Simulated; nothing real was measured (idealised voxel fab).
Documented hereafter: the process module known as voxel double patterning.
Section shown: cut. Width: 160 nm. Cell size: 5 nm, square.
Cross-section layout: square cells on a grid; listed as bands, top to bottom; a band spans one or more cell rows. Top height, bottom height, nm. Materials left to right, width each, nm. Single material + "full width" = fills band edge to edge. "air" = empty. Heights from 0 (as-received wafer is one material below). Bottom band endless downward, as "0 nm and below". Read "30->40" as a graded width: first number on top, second number at the bottom, same change between each pair of neighbouring rows. Step marked "no alteration"? Then no cell in the cross-section changed in it. Under "Fully closed voids" you'll find the enclosed gaps, the ones with no way out to the top, that are 8 cells or bigger; each reads width x height at distance, with distance counted from the left edge, everything in nm. Anything after a step's settings on that line? It's the simulator's own note about the step. The setting "overlay nm" may be written on the line of a step. When the step uses a mask, the value reports how far to the right of the planned place the mask lay, and a negative value reports that it lay to the left.
The planned process steps are enumerated hereunder
step 1: RECEIVE | material Si
step 2: CONFORMAL_DEP | material SiO2 | thk nm 10
step 3: DIRECTIONAL_DEP | material W | thk nm 10
step 4: DIRECTIONAL_DEP | material SiN | thk nm 5
step 5: DIRECTIONAL_DEP | material aC | thk nm 15
step 6: PATTERN | tone open | mask id FIRST | material resist | width nm 15 | pitch nm 50 | thk nm 35 | overlay nm 0
step 7: DIRECTIONAL_ETCH | etch materials aC | depth nm 15
step 8: STRIP | etch materials resist
step 9: DIRECTIONAL_ETCH | etch materials SiN | depth nm 5
step 10: STRIP | etch materials aC
step 11: DIRECTIONAL_DEP | material aC | thk nm 10
step 12: PATTERN | tone open | mask id SECOND | material resist | width nm 15 | thk nm 30 | overlay nm 0
step 13: DIRECTIONAL_ETCH | etch materials aC | depth nm 10
step 14: STRIP | etch materials resist
step 15: DIRECTIONAL_ETCH | etch materials SiN | depth nm 5
step 16: STRIP | etch materials aC
step 17: DIRECTIONAL_ETCH | etch materials W | depth nm 10
step 18: STRIP | etch materials SiN
Every wafer here starts from the same state; it is the step 12 width nm that distinguishes them, and the value the plan gives belongs to the first wafer.
First wafer as received, after step 1
  0 nm and below: Si full width
  Fully closed voids: none
Post step 18, the closing step of the module: first of several wafers, cross-sectioned
  20 nm to 10 nm: W=45, air=15, W=10, air=15, W=10, air=15, W=50
  10 nm to 0 nm: SiO2 full width
  0 nm and below: Si full width
  Fully closed voids: none
End of module, last wafer sectioned
  20 nm to 10 nm: W=45, air=15, W=5, air=45, W=50
  10 nm to 0 nm: SiO2 full width
  0 nm and below: Si full width
  Fully closed voids: none
So in this table every wafer gets its own row, and what you see is where it stands at the end of the module: for each material, how many cells it picked up (+) or gave up (-) since we received it, and after that its closed voids
width nm 15 | +64 SiO2 | +46 W | Fully closed voids: none
width nm 20 | +64 SiO2 | +44 W | Fully closed voids: none
width nm 25 | +64 SiO2 | +42 W | Fully closed voids: none
width nm 30 | +64 SiO2 | +40 W | Fully closed voids: none
